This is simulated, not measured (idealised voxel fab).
process module | voxel capacitor over wiring
cross-section cut | 295 nm wide | cells 5 nm
A cross-section is a grid of square cells, given in bands from the top down. A band is one or more rows of cells.
Each band's line starts with the height of the band's top and of its bottom, in nm. Then come its materials from left to right, each with its width in nm. One material with "throughout" fills the band from edge to edge. "air" is empty space.
Height 0 is the level under which the wafer as received is all one material. The lowest band goes on downwards, as in "0 down".
A width such as "30 to 40" changes by the same amount from each row of cells to the next, from the band's top row to its bottom row.
"no change" after a step means that no cell of the cross-section changed.
closed voids: empty space of 8 cells or more with no open way to the top, each as width x height at its distance from the left edge, in nm
after a step's settings: what the simulator itself notes on the step
overlay nm, on a step with a mask: how far to the right of its planned place the mask lay; to the left if negative
plan
1 op RECEIVE | material Si
2 op CONFORMAL_DEP | material SiO2 | thk nm 15
3 op CONFORMAL_DEP | material SiCN | thk nm 5
4 op DIRECTIONAL_DEP | material SiO2 | thk nm 25
5 op PATTERN | tone open | mask id METAL_1 | material resist | width nm 30 | pitch nm 95 | thk nm 20 | overlay nm 0
6 op DIRECTIONAL_ETCH | etch materials SiO2 | depth nm 25
7 op DIRECTIONAL_ETCH | etch materials SiCN | depth nm 5
8 op STRIP | etch materials resist
9 op CONFORMAL_DEP | material TiN | thk nm 5
10 op FILL_DEP | material Cu | thk nm 10
11 op CMP | height nm 45
12 op CONFORMAL_DEP | material SiCN | thk nm 5
13 op DIRECTIONAL_DEP | material SiO2 | thk nm 10
14 op MASKED_ETCH | tone open | mask id PLUG_1 | width nm 15 | etch materials SiO2 | depth nm 10 | overlay nm 0
15 op MASKED_ETCH | tone open | mask id PLUG_1 | width nm 15 | etch materials SiCN | depth nm 5 | overlay nm 0
16 op EPI | material Ru | thk nm 10
17 op EPI | material Ru | thk nm 5
18 op DIRECTIONAL_DEP | material TiN | thk nm 5
19 op DIRECTIONAL_DEP | material SiN | thk nm 5
20 op DIRECTIONAL_DEP | material TiN | thk nm 5
21 op MASKED_ETCH | tone cover | mask id UPPER_PLATE | width nm 70 | etch materials TiN | depth nm 5 | overlay nm 0
22 op MASKED_ETCH | tone cover | mask id UPPER_PLATE | width nm 70 | etch materials SiN | depth nm 5 | overlay nm 0
23 op DIRECTIONAL_DEP | material aC | thk nm 15
24 op PATTERN | tone cover | mask id LOWER_PLATE | material resist | width nm 80 | thk nm 35 | overlay nm 0
25 op DIRECTIONAL_ETCH | etch materials aC | depth nm 15
26 op STRIP | etch materials resist
27 op DIRECTIONAL_ETCH | etch materials TiN | depth nm 5
28 op STRIP | etch materials aC
29 op FILL_DEP | material SiO2 | thk nm 15
30 op CMP | height nm 85
31 op DIRECTIONAL_DEP | material aC | thk nm 10
32 op PATTERN | tone open | mask id PLUG_2 | material resist | width nm 15 | thk nm 25 | overlay nm 0
33 op DIRECTIONAL_ETCH | etch materials aC | depth nm 10
34 op STRIP | etch materials resist
35 op DIRECTIONAL_ETCH | etch materials SiO2 | depth nm 10
36 op STRIP | etch materials aC
37 op CONFORMAL_DEP | material TiN | thk nm 5
38 op FILL_DEP | material Ru | thk nm 5
39 op CMP | height nm 85
40 op CONFORMAL_DEP | material SiCN | thk nm 5
as received, after step 1
  0 down: Si throughout
  closed voids: none
first wafer at the end, as planned
  90 to 85: SiCN throughout
  85 to 80: SiO2 110 | TiN 5 | Ru 5 | TiN 5 | SiO2 170
  80 to 70: SiO2 110 to 100 | TiN 15 to 70 | SiO2 170 to 125
  70 to 65: SiO2 100 | SiN 70 | SiO2 125
  65 to 60: SiO2 95 | TiN 80 | SiO2 120
  60 to 50: SiO2 100 | Ru 15 | SiO2 180
  50 to 45: SiCN 100 | Ru 15 | SiCN 180
  45 to 20: SiO2 85 | TiN 5 | Cu 20 | TiN 5 | SiO2 65 | TiN 5 | Cu 20 | TiN 5 | SiO2 85
  20 to 15: SiCN 85 | TiN 30 | SiCN 65 | TiN 30 | SiCN 85
  15 to 0: SiO2 throughout
  0 down: Si throughout
  closed voids: none
second wafer at the end: like start, like plan, one mistake
  90 to 85: SiCN throughout
  85 to 80: SiO2 110 | TiN 5 | Ru 5 | TiN 5 | SiO2 170
  80 to 70: SiO2 110 to 100 | TiN 15 to 70 | SiO2 170 to 125
  70 to 65: SiO2 100 | SiN 70 | SiO2 125
  65 to 60: SiO2 90 | TiN 90 | SiO2 115
  60 to 50: SiO2 100 | Ru 15 | SiO2 180
  50 to 45: SiCN 100 | Ru 15 | SiCN 180
  45 to 20: SiO2 85 | TiN 5 | Cu 20 | TiN 5 | SiO2 65 | TiN 5 | Cu 20 | TiN 5 | SiO2 85
  20 to 15: SiCN 85 | TiN 30 | SiCN 65 | TiN 30 | SiCN 85
  15 to 0: SiO2 throughout
  0 down: Si throughout
  closed voids: none
what went wrong: step 24 ran as: op PATTERN | tone cover | mask id LOWER_PLATE | material resist | width nm 90 | thk nm 35 | overlay nm 0
at the end the second wafer has, in cells: 2 fewer of SiO2 | 2 more of TiN
